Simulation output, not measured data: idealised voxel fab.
Herein follows the process module entitled voxel transistor to metal.
Xsec cut, 285 nm wide, square cell size 5 nm.
Format of a cross-section: grid, square cells. Given as bands. Order: top down. Band: one or more rows of cells.
Heads up on the band format: heights come first, top then bottom, in nm. After that it's the materials left to right, each with its width in nm. A single material flagged "full width" fills the whole band edge to edge, and "air" means there's empty space there.
Heights are expressed relative to 0, this being the level below which the as-received wafer comprises one material exclusively. The lowest band is unbounded in the downward direction and is denoted as in "0 down".
The expression "30..40" gives the width at the extremes of the band, the first number at its top row of cells and the second at its bottom row, with the width changing by equal amounts from each row to the next in between.
Step note "same as before" = no cross-section cell changed.
"Closed void list" enumerates empty spaces isolated from the top, with no open way to it, that contain at least 8 cells, giving each as width x height at distance from the left edge, all three in nm.
Heads up: the bit after the settings on a step's line is the simulator's remark on that step.
"overlay nm" answers the question of how far to the right of plan the mask lay on a step that has a mask, and when it is negative the answer is to the left.

PROCESS STEPS - PLAN
step 1: RECEIVE with material Si
step 2: OXIDIZE with depth nm 5
step 3: CONFORMAL_DEP with material SiN, thk nm 15
step 4: MASKED_ETCH with tone cover, mask id ACTIVE, width nm 115, pitch nm 140, etch materials SiN, depth nm 15, overlay nm 0
step 5: MASKED_ETCH with tone cover, mask id ACTIVE, width nm 115, pitch nm 140, etch materials SiO2, depth nm 5, overlay nm 0
step 6: MASKED_ETCH with tone cover, mask id ACTIVE, width nm 115, pitch nm 140, etch materials Si, depth nm 30, overlay nm 0
step 7: OXIDIZE with depth nm 5
step 8: FILL_DEP with material SiO2, thk nm 5
step 9: CMP with height nm 15
step 10: SELECTIVE_ETCH with etch materials SiO2, depth nm 5
step 11: STRIP with etch materials SiN
step 12: SELECTIVE_ETCH with etch materials SiO2, depth nm 5
step 13: OXIDIZE with depth nm 5
step 14: DIRECTIONAL_DEP with material polySi, thk nm 20
step 15: DIRECTIONAL_DEP with material SiCN, thk nm 10
step 16: DIRECTIONAL_DEP with material aC, thk nm 15
step 17: PATTERN with tone cover, mask id GATE, material resist, width nm 25, pitch nm 140, thk nm 30, overlay nm 0
step 18: DIRECTIONAL_ETCH with etch materials aC, depth nm 15
step 19: STRIP with etch materials resist
step 20: DIRECTIONAL_ETCH with etch materials SiCN, depth nm 20
step 21: DIRECTIONAL_ETCH with etch materials polySi, depth nm 30
step 22: STRIP with etch materials aC
step 23: CONFORMAL_DEP with material SiN, thk nm 10
step 24: DIRECTIONAL_ETCH with etch materials SiN, depth nm 10
step 25: DIRECTIONAL_ETCH with etch materials SiO2, depth nm 5
step 26: DIRECTIONAL_ETCH with etch materials Si, depth nm 15
step 27: EPI with material SiGe, thk nm 15
step 28: FILL_DEP with material SiO2, thk nm 5
step 29: CMP with height nm 15
step 30: STRIP with etch materials polySi
step 31: SELECTIVE_ETCH with etch materials SiO2, depth nm 5
step 32: CONFORMAL_DEP with material HfO2, thk nm 5
step 33: CONFORMAL_DEP with material TiN, thk nm 5
step 34: FILL_DEP with material W, thk nm 5
step 35: CMP with height nm 10
step 36: DIRECTIONAL_DEP with material SiO2, thk nm 15
step 37: MASKED_ETCH with tone open, mask id CONTACT, width nm 20, etch materials SiO2, depth nm 35, overlay nm 0
step 38: CONFORMAL_DEP with material TiN, thk nm 5
step 39: FILL_DEP with material Ru, thk nm 5
step 40: CMP with height nm 25
step 41: CONFORMAL_DEP with material SiCN, thk nm 5
step 42: DIRECTIONAL_DEP with material SiO2, thk nm 25
step 43: DIRECTIONAL_DEP with material aC, thk nm 10
step 44: PATTERN with tone open, mask id METAL_1, material resist, width nm 20, thk nm 30, overlay nm -5
step 45: DIRECTIONAL_ETCH with etch materials aC, depth nm 10
step 46: STRIP with etch materials resist
step 47: DIRECTIONAL_ETCH with etch materials SiO2, depth nm 25
step 48: DIRECTIONAL_ETCH with etch materials SiCN, depth nm 5
step 49: STRIP with etch materials aC
step 50: CONFORMAL_DEP with material TiN, thk nm 5
step 51: FILL_DEP with material W, thk nm 5
step 52: CMP with height nm 55
step 53: CONFORMAL_DEP with material SiCN, thk nm 5
step 54: DIRECTIONAL_DEP with material SiO2, thk nm 25
step 55: MASKED_ETCH with tone open, mask id METAL_2_HOLES, width nm 15, pitch nm 140, etch materials SiO2, depth nm 25, overlay nm 0
step 56: DIRECTIONAL_DEP with material aC, thk nm 10
step 57: PATTERN with tone open, mask id METAL_2, material resist, width nm 20, pitch nm 140, thk nm 25, overlay nm 0
step 58: DIRECTIONAL_ETCH with etch materials aC, depth nm 10
step 59: STRIP with etch materials resist
step 60: DIRECTIONAL_ETCH with etch materials SiO2, depth nm 15
step 61: DIRECTIONAL_ETCH with etch materials SiCN, depth nm 5
step 62: STRIP with etch materials aC
step 63: CONFORMAL_DEP with material TiN, thk nm 5
step 64: FILL_DEP with material Cu, thk nm 5
step 65: CMP with height nm 85
step 66: CONFORMAL_DEP with material SiCN, thk nm 5
Same starting wafers, different overlay nm at step 44. Plan value belongs to the first wafer.

FIRST WAFER AS RECEIVED, AFTER STEP 1
    0 down | Si full width
    Closed void list: none

TAKE ANY ROW AND YOU HAVE A WAFER AT THE END OF THE MODULE: HOW MANY CELLS OF EACH MATERIAL IT HAS GAINED (+) OR LOST (-) SINCE IT WAS RECEIVED, AND THEN ITS CLOSED VOIDS
overlay nm -5, +14 Cu, +26 HfO2, +36 Ru, -276 Si, +149 SiCN, +108 SiGe, +40 SiN, +723 SiO2, +162 TiN, +44 W, Closed void list: none
overlay nm 0, +14 Cu, +26 HfO2, +36 Ru, -276 Si, +149 SiCN, +108 SiGe, +40 SiN, +723 SiO2, +162 TiN, +44 W, Closed void list: none
overlay nm 5, +14 Cu, +26 HfO2, +36 Ru, -276 Si, +149 SiCN, +108 SiGe, +40 SiN, +723 SiO2, +162 TiN, +44 W, Closed void list: none
